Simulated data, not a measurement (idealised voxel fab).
process module | voxel released beams
cross-section cut | 155 nm wide | cells 5 nm
A cross-section is a grid of square cells, given in bands from the top down. A band is one or more rows of cells.
Each band's line starts with the height of the band's top and of its bottom, in nm. Then come its materials from left to right, each with its width in nm. One material with "throughout" fills the band from edge to edge. "air" is empty space.
Height 0 is the level under which the wafer as received is all one material. The lowest band goes on downwards, as in "0 down".
A width such as "30 to 40" changes by the same amount from each row of cells to the next, from the band's top row to its bottom row.
"no change" after a step means that no cell of the cross-section changed.
closed voids: empty space of 8 cells or more with no open way to the top, each as width x height at its distance from the left edge, in nm
after a step's settings: what the simulator itself notes on the step
overlay nm, on a step with a mask: how far to the right of its planned place the mask lay; to the left if negative
plan
1 op RECEIVE | material Si
2 op CONFORMAL_DEP | material Al2O3 | thk nm 5
3 op DIRECTIONAL_DEP | material SiO2 | thk nm 10
4 op DIRECTIONAL_DEP | material aC | thk nm 15
5 op PATTERN | tone open | mask id ANCHOR | material resist | width nm 40 | thk nm 35 | overlay nm 0
6 op DIRECTIONAL_ETCH | etch materials aC | depth nm 15
7 op STRIP | etch materials resist
8 op DIRECTIONAL_ETCH | etch materials SiO2 | depth nm 10
9 op STRIP | etch materials aC
10 op CONFORMAL_DEP | material SiN | thk nm 15
11 op MASKED_ETCH | tone cover | mask id BEAM | width nm 100 | etch materials SiN | depth nm 15 | overlay nm 0
12 op STRIP | etch materials SiO2
as received, after step 1
  0 down: Si throughout
  closed voids: none
a wafer at the end: this start, this plan, one mistake
  30 to 15: air 25 | SiN 100 | air 30
  15 to 10: Al2O3 throughout
  10 to 0: SiO2 throughout
  0 down: Si throughout
  closed voids: none
what went wrong: steps 2 and 3 were swapped
